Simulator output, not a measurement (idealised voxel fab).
A process module follows: voxel capacitor over wiring.
The cross-section on display is named cut; it measures 155 nm wide, and its cells are 5 nm squares.
Heads up, the way a cross-section reads in here is a grid of square cells, handed over as bands from the top down, with every band being one or more rows of cells. Top height, bottom height, nm. Materials left to right, width each, nm. Single material + "everywhere" = fills band edge to edge. "blank" = empty. Height is counted from the level 0, under which the received wafer is composed throughout of one material. The lowest of the bands is not closed at the bottom but continues downward, in the notation "0 and below". It should be noted that a width expressed as "30 to 40" varies in equal increments from row to row of cells within the band, taking the value of the first number at the top row and that of the second number at the bottom row. A step reported as "nothing was modified" is a step in which no cell of the cross-section changed. "Voids, sealed" enumerates empty spaces isolated from the top, with no open way to it, that contain at least 8 cells, giving each as width x height at distance from the left edge, all three in nm. What comes after the settings on a step's line is commentary from the simulator itself on that step. You can add "overlay nm" to a step's line. For a step with a mask, it describes how far the mask lay to the right of its planned position, and a negative number describes a lay to the left.

[List of planned process steps]
| 1 | RECEIVE (material Si) |
| 2 | CONFORMAL_DEP (material SiO2; thk nm 10) |
| 3 | CONFORMAL_DEP (material SiN; thk nm 5) |
| 4 | DIRECTIONAL_DEP (material SiO2; thk nm 25) |
| 5 | DIRECTIONAL_DEP (material aC; thk nm 10) |
| 6 | PATTERN (tone open; mask id METAL_1; material resist; width nm 25; pitch nm 80; thk nm 25; overlay nm 0) |
| 7 | DIRECTIONAL_ETCH (etch materials aC; depth nm 10) |
| 8 | STRIP (etch materials resist) |
| 9 | DIRECTIONAL_ETCH (etch materials SiO2; depth nm 25) |
| 10 | DIRECTIONAL_ETCH (etch materials SiN; depth nm 5) |
| 11 | STRIP (etch materials aC) |
| 12 | CONFORMAL_DEP (material TiN; thk nm 5) |
| 13 | FILL_DEP (material Cu; thk nm 5) |
| 14 | CMP (height nm 40) |
| 15 | CONFORMAL_DEP (material SiCN; thk nm 5) |
| 16 | DIRECTIONAL_DEP (material lowk; thk nm 15) |
| 17 | DIRECTIONAL_DEP (material aC; thk nm 15) |
| 18 | PATTERN (tone open; mask id PLUG_1; material resist; width nm 15; thk nm 30; overlay nm 0) |
| 19 | DIRECTIONAL_ETCH (etch materials aC; depth nm 15) |
| 20 | STRIP (etch materials resist) |
| 21 | DIRECTIONAL_ETCH (etch materials lowk; depth nm 15) |
| 22 | DIRECTIONAL_ETCH (etch materials SiCN; depth nm 5) |
| 23 | STRIP (etch materials aC) |
| 24 | EPI (material Ru; thk nm 10) |
| 25 | EPI (material Ru; thk nm 10) |
| 26 | DIRECTIONAL_DEP (material TiN; thk nm 5) |
| 27 | DIRECTIONAL_DEP (material Al2O3; thk nm 5) |
| 28 | DIRECTIONAL_DEP (material TiN; thk nm 5) |
| 29 | PATTERN (tone cover; mask id UPPER_PLATE; material resist; width nm 60; thk nm 15; overlay nm 0) |
| 30 | DIRECTIONAL_ETCH (etch materials TiN; depth nm 5) |
| 31 | DIRECTIONAL_ETCH (etch materials Al2O3; depth nm 5) |
| 32 | STRIP (etch materials resist) |
| 33 | MASKED_ETCH (tone cover; mask id LOWER_PLATE; width nm 70; etch materials TiN; depth nm 5; overlay nm 0) |
| 34 | FILL_DEP (material SiO2; thk nm 15) |
| 35 | CMP (height nm 85) |
| 36 | PATTERN (tone open; mask id PLUG_2; material resist; width nm 15; thk nm 15; overlay nm 0) |
| 37 | DIRECTIONAL_ETCH (etch materials SiO2; depth nm 10) |
| 38 | STRIP (etch materials resist) |
| 39 | CONFORMAL_DEP (material TiN; thk nm 5) |
| 40 | FILL_DEP (material W; thk nm 5) |
| 41 | CMP (height nm 85) |
| 42 | CONFORMAL_DEP (material SiN; thk nm 5) |
The value of width nm given for step 36 in the plan refers to the first wafer; the wafers vary in this setting and are alike at the start.

[Cross-section, first of several wafers, as delivered after step 1]
0 and below  Si everywhere
Voids, sealed: none

[each wafer at the end: cells of each material gained (+) or lost (-) since it was received, then its closed voids]
width nm 15, +12 Al2O3, +30 Cu, +12 Ru, +28 SiCN, +52 SiN, +278 SiO2, +61 TiN, +1 W, +84 lowk, Voids, sealed: none
width nm 20, +12 Al2O3, +30 Cu, +12 Ru, +28 SiCN, +52 SiN, +276 SiO2, +62 TiN, +2 W, +84 lowk, Voids, sealed: none
width nm 25, +12 Al2O3, +30 Cu, +12 Ru, +28 SiCN, +52 SiN, +274 SiO2, +63 TiN, +3 W, +84 lowk, Voids, sealed: none
width nm 30, +12 Al2O3, +30 Cu, +12 Ru, +28 SiCN, +52 SiN, +272 SiO2, +64 TiN, +4 W, +84 lowk, Voids, sealed: none
